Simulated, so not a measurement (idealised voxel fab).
Proc. module: voxel plated lines
Square cell edge 5 nm, section width 230 nm, ID cut.
Cross-sections here: square-cell grids, written as top-down lists of bands, a band being one or more rows of cells.
Each band's line starts with the height of the band's top and of its bottom, in nm. Then come its materials from left to right, each with its width in nm. One material with "everywhere" fills the band from edge to edge. "air" is empty space.
We count height from 0. Below that, the starting wafer is all one material. The lowest band never ends at the bottom but goes on down; see "0 and below" for how that is written.
Quick explanation for "30 to 40": the width changes in equal steps down the rows of cells, from the first number in the band's top row to the second number in its bottom row.
"no modification", as given for a step, is the statement that not any cell of the cross-section underwent a change during that step.
Heads up: "Trapped cavities" only lists the empty pockets with no open path to the top that are 8 cells or more, and it writes them as width x height at distance, distance from the left edge, in nm.
Past the settings on a step's line: simulator remark, on that step.
overlay nm: mask right of planned place by this much (step with mask). Neg. = left.

[Process steps foreseen in the plan]
| 1 | RECEIVE with material Si |
| 2 | CONFORMAL_DEP with material Al2O3, thk nm 5 |
| 3 | DIRECTIONAL_DEP with material TiN, thk nm 5 |
| 4 | PATTERN with tone open, mask id LINES, material resist, width nm 15, pitch nm 50, thk nm 25, overlay nm 0 |
| 5 | EPI with material Ru, thk nm 5 |
| 6 | EPI with material Ru, thk nm 10 |
| 7 | STRIP with etch materials resist |
| 8 | DIRECTIONAL_ETCH with etch materials TiN, depth nm 5 |
| 9 | CONFORMAL_DEP with material SiN, thk nm 5 |
varied across the wafers: width nm of step 4. The plan shows the first wafer's value. All wafers start alike

[Sectional view: first of several wafers, as received, after step 1]
> 0 and below: Si everywhere
> Trapped cavities: none

[Module finished, last step 9 done: cross-section of the first of several wafers]
> 30 down to 25: 55 air, then 25 SiN, then 25 air, then 25 SiN, then 25 air, then 25 SiN, then 50 air
> 25 down to 10: 55 air, then 5 SiN, then 15 Ru, then 5 SiN, then 25 air, then 5 SiN, then 15 Ru, then 5 SiN, then 25 air, then 5 SiN, then 15 Ru, then 5 SiN, then 50 air
> 10 down to 5: 60 SiN, then 15 TiN, then 35 SiN, then 15 TiN, then 35 SiN, then 15 TiN, then 55 SiN
> 5 down to 0: Al2O3 everywhere
> 0 and below: Si everywhere
> Trapped cavities: none

[Last wafer of the set, cross-sectioned at end of module]
> 30 down to 25: 45 air, then 45 SiN, then 5 air, then 45 SiN, then 5 air, then 45 SiN, then 40 air
> 25 down to 10: 45 air, then 5 SiN, then 35 Ru, then 5 SiN, then 5 air, then 5 SiN, then 35 Ru, then 5 SiN, then 5 air, then 5 SiN, then 35 Ru, then 5 SiN, then 40 air
> 10 down to 5: 50 SiN, then 35 TiN, then 15 SiN, then 35 TiN, then 15 SiN, then 35 TiN, then 45 SiN
> 5 down to 0: Al2O3 everywhere
> 0 and below: Si everywhere
> Trapped cavities: none

[The table below has one row for each wafer; a row shows, as of the end of the module, how many cells of each material the wafer has gained, marked (+), or lost, marked (-), since it was received, and then the wafer's closed voids]
width nm 15 | +46 Al2O3 | +27 Ru | +70 SiN | +9 TiN | Trapped cavities: none
width nm 20 | +46 Al2O3 | +36 Ru | +70 SiN | +12 TiN | Trapped cavities: none
width nm 25 | +46 Al2O3 | +45 Ru | +70 SiN | +15 TiN | Trapped cavities: none
width nm 30 | +46 Al2O3 | +54 Ru | +70 SiN | +18 TiN | Trapped cavities: none
width nm 35 | +46 Al2O3 | +63 Ru | +70 SiN | +21 TiN | Trapped cavities: none
